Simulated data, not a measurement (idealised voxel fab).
The document below concerns the process module designated voxel transistor to metal.
For reference, the cross-section in this document is cut, with width 190 nm and square cells of 5 nm.
Think of the cross-section as a grid of square cells. We describe it in bands, top to bottom, and each band covers one or more rows of those cells.
First you get the band's top height and its bottom height, in nm, and then the materials it's made of, left to right, with each width in nm. If you see a single material with "everywhere", that one covers the band edge to edge. "air" is empty space.
Height is counted from the level 0, under which the received wafer is composed throughout of one material. The lowest of the bands is not closed at the bottom but continues downward, in the notation "0 nm and below".
The two numbers in a width such as "30..40" mark its ends across the band: the first belongs to the top row of cells, the second to the bottom row, and from each row to the next the width moves by the same amount.
What does "nothing different" mean for a step? It means no cell of the cross-section changed in that step.
Enclosed voids (no open way to top), threshold 8 cells or more, entry "Voids, fully enclosed", notation width x height at distance, distance from left edge, nm.
Text after the settings on a step's line: the simulator's own remark on that step.
What "overlay nm" on a step's line means: if the step has a mask, that mask lay this far to the right of its planned place, or, when the value is negative, to the left.
# Planned process steps
1 RECEIVE, material Si
2 OXIDIZE, depth nm 5
3 CONFORMAL_DEP, material SiN, thk nm 10
4 MASKED_ETCH, tone cover, mask id ACTIVE, width nm 100, etch materials SiN, depth nm 10, overlay nm 0
5 MASKED_ETCH, tone cover, mask id ACTIVE, width nm 100, etch materials SiO2, depth nm 5, overlay nm 0
6 MASKED_ETCH, tone cover, mask id ACTIVE, width nm 100, etch materials Si, depth nm 35, overlay nm 0
7 OXIDIZE, depth nm 5
8 FILL_DEP, material SiO2, thk nm 15
9 CMP, height nm 10
10 SELECTIVE_ETCH, etch materials SiO2, depth nm 5
11 STRIP, etch materials SiN
12 SELECTIVE_ETCH, etch materials SiO2, depth nm 5
13 OXIDIZE, depth nm 5
14 DIRECTIONAL_DEP, material polySi, thk nm 20
15 DIRECTIONAL_DEP, material SiCN, thk nm 10
16 PATTERN, tone cover, mask id GATE, material resist, width nm 20, thk nm 20, overlay nm 0
17 DIRECTIONAL_ETCH, etch materials SiCN, depth nm 20
18 DIRECTIONAL_ETCH, etch materials polySi, depth nm 30
19 STRIP, etch materials resist
20 CONFORMAL_DEP, material SiO2, thk nm 5
21 DIRECTIONAL_ETCH, etch materials SiO2, depth nm 5
22 CONFORMAL_DEP, material SiN, thk nm 10
23 DIRECTIONAL_ETCH, etch materials SiN, depth nm 10
24 DIRECTIONAL_ETCH, etch materials SiO2, depth nm 5
25 DIRECTIONAL_ETCH, etch materials Si, depth nm 10
26 EPI, material nSi, thk nm 15
27 FILL_DEP, material SiO2, thk nm 10
28 CMP, height nm 25
29 DIRECTIONAL_DEP, material SiO2, thk nm 15
30 PATTERN, tone open, mask id CONTACT, material resist, width nm 15, pitch nm 75, thk nm 20, overlay nm 0
31 DIRECTIONAL_ETCH, etch materials SiO2, depth nm 35
32 STRIP, etch materials resist
33 CONFORMAL_DEP, material TiN, thk nm 5
34 FILL_DEP, material Ru, thk nm 10
35 CMP, height nm 40
36 CONFORMAL_DEP, material SiCN, thk nm 5
37 DIRECTIONAL_DEP, material lowk, thk nm 15
38 PATTERN, tone open, mask id METAL_1, material resist, width nm 15, pitch nm 75, thk nm 20, overlay nm 0
39 DIRECTIONAL_ETCH, etch materials lowk, depth nm 15
40 DIRECTIONAL_ETCH, etch materials SiCN, depth nm 5
41 STRIP, etch materials resist
42 CONFORMAL_DEP, material TiN, thk nm 5
43 FILL_DEP, material Ru, thk nm 5
44 CMP, height nm 60
45 CONFORMAL_DEP, material SiN, thk nm 5
# Step 1 complete: cross-section of the wafer as received
0 nm and below  Si everywhere
Voids, fully enclosed: none
# End-of-module XS, first of two wafers, run as planned
65 nm to 60 nm  SiN everywhere
60 nm to 45 nm  lowk (50) / TiN (5) / Ru (5) / TiN (5) / lowk (60) / TiN (5) / Ru (5) / TiN (5) / lowk (50)
45 nm to 40 nm  SiCN (50) / TiN (15) / SiCN (60) / TiN (15) / SiCN (50)
40 nm to 25 nm  SiO2 (50) / TiN (5) / Ru (5) / TiN (5) / SiO2 (60) / TiN (5) / Ru (5) / TiN (5) / SiO2 (50)
25 nm to 15 nm  SiO2 (50) / TiN (5) / Ru (5) / TiN (5) / SiO2 (5) / SiN (10) / SiO2 (5) / SiCN (20) / SiO2 (5) / SiN (10) / SiO2 (5) / TiN (5) / Ru (5) / TiN (5) / SiO2 (50)
15 nm to 10 nm  SiO2 (50) / TiN (5) / Ru (5) / TiN (5) / SiO2 (5) / SiN (10) / SiO2 (5) / polySi (20) / SiO2 (5) / SiN (10) / SiO2 (5) / TiN (5) / Ru (5) / TiN (5) / SiO2 (50)
10 nm to 5 nm  SiO2 (50) / TiN (15) / SiO2 (5) / SiN (10) / SiO2 (5) / polySi (20) / SiO2 (5) / SiN (10) / SiO2 (5) / TiN (15) / SiO2 (50)
5 nm to 0 nm  SiO2 (50) / nSi (20) / SiN (10) / SiO2 (5) / polySi (20) / SiO2 (5) / SiN (10) / nSi (20) / SiO2 (50)
0 nm to -5 nm  SiO2 (45) / SiN (10) / nSi (15) / SiN (10) / SiO2 (5) / polySi (20) / SiO2 (5) / SiN (10) / nSi (15) / SiN (10) / SiO2 (45)
-5 nm to -10 nm  SiO2 (55) / nSi (15) / SiO2 (50) / nSi (15) / SiO2 (55)
-10 nm to -20 nm  SiO2 (50) / Si (5) / nSi (15) / Si (50) / nSi (15) / Si (5) / SiO2 (50)
-20 nm to -45 nm  SiO2 (50) / Si (90) / SiO2 (50)
-45 nm and below  Si everywhere
Voids, fully enclosed: none
# Second wafer through the module, sectioned at the end: same beginning and same plan as the first wafer, with one mistake in carrying it out
65 nm to 60 nm  SiN everywhere
60 nm to 45 nm  lowk (50) / TiN (5) / Ru (5) / TiN (5) / lowk (60) / TiN (5) / Ru (5) / TiN (5) / lowk (50)
45 nm to 40 nm  SiCN (50) / TiN (15) / SiCN (60) / TiN (15) / SiCN (50)
40 nm to 25 nm  SiO2 (50) / TiN (5) / Ru (5) / TiN (5) / SiO2 (60) / TiN (5) / Ru (5) / TiN (5) / SiO2 (50)
25 nm to 20 nm  SiO2 (50) / TiN (15) / SiO2 (5) / SiN (10) / SiO2 (5) / SiCN (20) / SiO2 (5) / SiN (10) / SiO2 (5) / TiN (15) / SiO2 (50)
20 nm to 15 nm  SiO2 (35) / nSi (35) / SiN (10) / SiO2 (5) / SiCN (20) / SiO2 (5) / SiN (10) / nSi (35) / SiO2 (35)
15 nm to 0 nm  SiO2 (35) / nSi (35) / SiN (10) / SiO2 (5) / polySi (20) / SiO2 (5) / SiN (10) / nSi (35) / SiO2 (35)
0 nm to -5 nm  SiO2 (35) / nSi (10) / SiN (10) / nSi (15) / SiN (10) / SiO2 (5) / polySi (20) / SiO2 (5) / SiN (10) / nSi (15) / SiN (10) / nSi (10) / SiO2 (35)
-5 nm to -10 nm  SiO2 (55) / nSi (15) / SiO2 (50) / nSi (15) / SiO2 (55)
-10 nm to -20 nm  SiO2 (50) / Si (5) / nSi (15) / Si (50) / nSi (15) / Si (5) / SiO2 (50)
-20 nm to -45 nm  SiO2 (50) / Si (90) / SiO2 (50)
-45 nm and below  Si everywhere
Voids, fully enclosed: none
The plan and the run diverged here: step 26 of the plan was performed twice
The closing comparison, in cells, has the second wafer with more or fewer of some materials than the first: Ru -6; SiO2 -34; TiN -12; nSi +52
